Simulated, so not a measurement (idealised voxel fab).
Process module under the name voxel ribs on slabs
Section shown: cut. Width: 185 nm. Cell size: 5 nm, square.
Cross-section format: a grid of square cells, given as bands from top to bottom; each band is one or more rows of cells. The band entry comprises the height of the band's top followed by the height of its bottom, expressed in nm, and subsequently the band's materials from left to right, each stated together with its width in nm. Where a single material is marked with the word "everywhere", that material fills the band from edge to edge. The word "air" represents empty space. The reference from which all heights are counted is 0, the level beneath which the as-received wafer is entirely one material; the lowest band, having no lower bound, proceeds downward and is written after the example "top 0, no bottom". With a width like "30..40", each row of cells in the band differs from the next by the same amount, the top row carrying the first number and the bottom row the second. "no alterations made" (step): cross-section cells unchanged, all of them. "Enclosed empty spaces" specifies each empty space that is not open to the top and that occupies no fewer than 8 cells, using the form width x height at distance, the distance measured from the left edge and all three quantities in nm. The remark found on a step's line after its settings is issued by the simulator itself and pertains to that step. Steps that use a mask can have "overlay nm" on their line. It says how far the mask sat to the right of where it was meant to be. Negative means to the left.
# plan
| 1 | RECEIVE | material Si |
| 2 | DIRECTIONAL_DEP | material SiO2 | thk nm 25 |
| 3 | DIRECTIONAL_DEP | material SiN | thk nm 15 |
| 4 | PATTERN | tone cover | mask id RIB | material resist | width nm 30 | thk nm 15 | overlay nm 0 |
| 5 | DIRECTIONAL_ETCH | etch materials SiN | depth nm 5 |
| 6 | STRIP | etch materials resist |
| 7 | DIRECTIONAL_DEP | material aC | thk nm 10 |
| 8 | PATTERN | tone cover | mask id SLAB | material resist | width nm 60 | thk nm 25 | overlay nm 0 |
| 9 | DIRECTIONAL_ETCH | etch materials aC | depth nm 10 |
| 10 | STRIP | etch materials resist |
| 11 | DIRECTIONAL_ETCH | etch materials SiN | depth nm 10 |
| 12 | STRIP | etch materials aC |
| 13 | FILL_DEP | material SiO2 | thk nm 25 |
| 14 | CMP | height nm 60 |
| 15 | DIRECTIONAL_DEP | material W | thk nm 5 |
| 16 | PATTERN | tone cover | mask id HEATER | material resist | width nm 40 | thk nm 15 | overlay nm -15 |
| 17 | DIRECTIONAL_ETCH | etch materials W | depth nm 5 |
| 18 | STRIP | etch materials resist |
| 19 | CONFORMAL_DEP | material SiN | thk nm 10 |
The wafers are alike at the start. At step 16, their overlay nm differs. The plan lists the first wafer's value.
# Received wafers, first of several: cross-section after step 1
- top 0, no bottom: Si everywhere
- Enclosed empty spaces: none
# Wafer rows, end of module: cells per material gained (+) or lost (-) since receipt; closed voids last
overlay nm -15, +108 SiN, +414 SiO2, +8 W, Enclosed empty spaces: none
overlay nm -10, +108 SiN, +414 SiO2, +8 W, Enclosed empty spaces: none
overlay nm -5, +108 SiN, +414 SiO2, +8 W, Enclosed empty spaces: none
overlay nm 0, +108 SiN, +414 SiO2, +8 W, Enclosed empty spaces: none
overlay nm 5, +108 SiN, +414 SiO2, +8 W, Enclosed empty spaces: none
overlay nm 10, +108 SiN, +414 SiO2, +8 W, Enclosed empty spaces: none
overlay nm 15, +108 SiN, +414 SiO2, +8 W, Enclosed empty spaces: none
